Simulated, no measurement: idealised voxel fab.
Process module name: voxel double patterning
FYI the section here is cut, 280 nm wide, cells are 5 nm squares.
If you're reading a cross-section in this doc, picture square cells in a grid; it comes to you as bands, top ones listed first down to the bottom, and a band can be one or more rows of cells. Look at the band entry: it leads with the top's height and the bottom's height in nm. Then it lists the materials left to right, with a width in nm for each. The word "throughout" on a single material says that material fills the band edge to edge. The word "air" is empty space. Ref level 0: as-received wafer is one material below here. Bottom band extends down with no lower bound ("0 and below"). Width "30..40": first value at the band's top row of cells, second value at its bottom row, equal change from row to row. Given "no change" for a step, no cell of the cross-section differs between before and after that step. "Entrapped voids" enumerates empty spaces isolated from the top, with no open way to it, that contain at least 8 cells, giving each as width x height at distance from the left edge, all three in nm. That trailing text on a step's line, after the settings, is the simulator's own remark on the step. "overlay nm" on a masked step: distance the mask lay right of its planned place, negative for left.

THE FOLLOWING LIST GIVES THE PLANNED PROCESS STEPS
1. RECEIVE [material Si]
2. CONFORMAL_DEP [material SiN] [thk nm 10]
3. DIRECTIONAL_DEP [material SiO2] [thk nm 20]
4. DIRECTIONAL_DEP [material SiCN] [thk nm 10]
5. MASKED_ETCH [tone open] [mask id FIRST] [width nm 15] [pitch nm 50] [etch materials SiCN] [depth nm 10] [overlay nm 0]
6. MASKED_ETCH [tone open] [mask id SECOND] [width nm 15] [pitch nm 50] [etch materials SiCN] [depth nm 10] [overlay nm 0]
7. DIRECTIONAL_ETCH [etch materials SiO2] [depth nm 20]
8. STRIP [etch materials SiCN]
Among the wafers covered here, the point of difference is the width nm at step 5; their starting state is shared, and the plan presents the value of the first wafer.

THE AS-RECEIVED CROSS-SECTION OF THE FIRST OF SEVERAL WAFERS CORRESPONDS TO THE STATE AFTER STEP 1
0 and below | Si throughout
Entrapped voids: none

THE ROWS OF THE TABLE BELOW ARE WAFERS. LOOKING AT THE END OF THE MODULE, A ROW COUNTS, FOR EVERY MATERIAL, THE CELLS THE WAFER HAS GAINED, SHOWN AS (+), OR LOST, SHOWN AS (-), SINCE IT WAS RECEIVED; ITS CLOSED VOIDS COME NEXT
width nm 15; +112 SiN; +164 SiO2; Entrapped voids: none
width nm 20; +112 SiN; +152 SiO2; Entrapped voids: none
width nm 25; +112 SiN; +140 SiO2; Entrapped voids: none
width nm 30; +112 SiN; +128 SiO2; Entrapped voids: none
